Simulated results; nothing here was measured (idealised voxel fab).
This section sets out a process module, namely voxel capacitor over wiring.
In the cross-section labelled cut, the width is 195 nm and each square cell is 5 nm.
Cross-section = grid of square cells, listed top down in bands; band = one or more rows.
The band entry comprises the height of the band's top followed by the height of its bottom, expressed in nm, and subsequently the band's materials from left to right, each stated together with its width in nm. Where a single material is marked with the word "edge to edge", that material fills the band from edge to edge. The word "empty" represents empty space.
We count height from 0. Below that, the starting wafer is all one material. The lowest band never ends at the bottom but goes on down; see "z 0 and below" for how that is written.
Graded width ("30->40"): value in top row of band = first number; value in bottom row = second number; row-to-row change constant.
Key: "left unchanged" - step with no changed cell in the cross-section.
This entry, "Internal closed voids", enumerates those empty regions of no fewer than 8 cells that possess no open connection to the top. Each region is reported in the form width x height at distance, the distance being taken from the left edge, with all three quantities expressed in nm.
What comes after the settings on a step's line is commentary from the simulator itself on that step.
A step's line can hold "overlay nm"; with a mask on that step, the setting says how far right of the planned place the mask lay, while a negative setting says it lay to the left.

LIST OF PLANNED PROCESS STEPS
1 RECEIVE (material Si)
2 CONFORMAL_DEP (material SiO2; thk nm 10)
3 CONFORMAL_DEP (material SiCN; thk nm 5)
4 DIRECTIONAL_DEP (material lowk; thk nm 15)
5 PATTERN (tone open; mask id METAL_1; material resist; width nm 25; pitch nm 80; thk nm 15; overlay nm 0)
6 DIRECTIONAL_ETCH (etch materials lowk; depth nm 15)
7 DIRECTIONAL_ETCH (etch materials SiCN; depth nm 5)
8 STRIP (etch materials resist)
9 CONFORMAL_DEP (material TiN; thk nm 5)
10 FILL_DEP (material Cu; thk nm 10)
11 CMP (height nm 30)
12 EPI (material Ru; thk nm 5)
13 FILL_DEP (material SiCN; thk nm 5)
14 DIRECTIONAL_DEP (material lowk; thk nm 10)
15 MASKED_ETCH (tone open; mask id PLUG_1; width nm 15; etch materials lowk; depth nm 10; overlay nm 0)
16 MASKED_ETCH (tone open; mask id PLUG_1; width nm 15; etch materials SiCN; depth nm 5; overlay nm 0)
17 EPI (material Ru; thk nm 10)
18 EPI (material Ru; thk nm 5)
19 DIRECTIONAL_DEP (material TiN; thk nm 10)
20 DIRECTIONAL_DEP (material SiN; thk nm 5)
21 DIRECTIONAL_DEP (material TiN; thk nm 10)
22 DIRECTIONAL_DEP (material aC; thk nm 10)
23 PATTERN (tone cover; mask id UPPER_PLATE; material resist; width nm 60; thk nm 30; overlay nm 0)
24 DIRECTIONAL_ETCH (etch materials aC; depth nm 10)
25 STRIP (etch materials resist)
26 DIRECTIONAL_ETCH (etch materials TiN; depth nm 10)
27 DIRECTIONAL_ETCH (etch materials SiN; depth nm 5)
28 STRIP (etch materials aC)
29 MASKED_ETCH (tone cover; mask id LOWER_PLATE; width nm 70; etch materials TiN; depth nm 10; overlay nm 0)
30 FILL_DEP (material SiO2; thk nm 15)
31 CMP (height nm 85)
32 PATTERN (tone open; mask id PLUG_2; material resist; width nm 15; thk nm 20; overlay nm 0)
33 DIRECTIONAL_ETCH (etch materials SiO2; depth nm 10)
34 STRIP (etch materials resist)
35 CONFORMAL_DEP (material TiN; thk nm 5)
36 FILL_DEP (material Cu; thk nm 5)
37 CMP (height nm 85)
38 CONFORMAL_DEP (material SiCN; thk nm 5)

CROSS-SECTION OF THE WAFER UPON ARRIVAL, REPRESENTING THE STATE REACHED AFTER STEP 1
    z 0 and below: Si edge to edge
    Internal closed voids: none

LOOKING AT THE FIRST OF TWO WAFERS IN CROSS-SECTION AT END OF MODULE - RAN TO PLAN
    z 90 to 85: SiCN edge to edge
    z 85 to 80: SiO2 65, TiN 5, Cu 5, TiN 5, SiO2 115
    z 80 to 75: SiO2 65, TiN 15, SiO2 115
    z 75 to 65: SiO2 55, TiN 60, SiO2 80
    z 65 to 60: SiO2 55, SiN 60, SiO2 80
    z 60 to 50: SiO2 50, TiN 70, SiO2 75
    z 50 to 40: lowk 55, Ru 15, lowk 125
    z 40 to 35: SiCN 55, Ru 15, SiCN 125
    z 35 to 30: SiCN 40, Ru 35, SiCN 45, Ru 35, SiCN 40
    z 30 to 15: lowk 45, TiN 5, Cu 15, TiN 5, lowk 55, TiN 5, Cu 15, TiN 5, lowk 45
    z 15 to 10: SiCN 45, TiN 25, SiCN 55, TiN 25, SiCN 45
    z 10 to 0: SiO2 edge to edge
    z 0 and below: Si edge to edge
    Internal closed voids: none

SECOND WAFER AT THE END: LIKE START, LIKE PLAN, ONE MISTAKE
    z 90 to 85: SiCN edge to edge
    z 85 to 80: SiO2 65, TiN 5, Cu 5, TiN 5, SiO2 115
    z 80 to 75: SiO2 65, TiN 15, SiO2 115
    z 75 to 65: SiO2 55, TiN 60, SiO2 80
    z 65 to 60: SiO2 55, SiN 60, SiO2 80
    z 60 to 50: SiO2 50, TiN 70, SiO2 75
    z 50 to 40: lowk 55, Ru 15, lowk 125
    z 40 to 35: SiCN 55, Ru 15, SiCN 125
    z 35 to 30: SiCN 40, Ru 35, SiCN 45, Ru 35, SiCN 40
    z 30 to 15: lowk 45, TiN 5, Cu 15, TiN 5, lowk 55, TiN 5, Cu 15, TiN 5, lowk 45
    z 15 to 10: SiCN 45, TiN 25, SiCN 55, TiN 25, SiCN 45
    z 10 to 0: SiN edge to edge
    z 0 and below: Si edge to edge
    Internal closed voids: none
What was done differently from what was planned? step 2 was not run as planned; what actually ran was CONFORMAL_DEP (material SiN; thk nm 10)
Per the end-of-run cell counts, the second wafer holds more or fewer of some materials than the first: +78 SiN; -78 SiO2
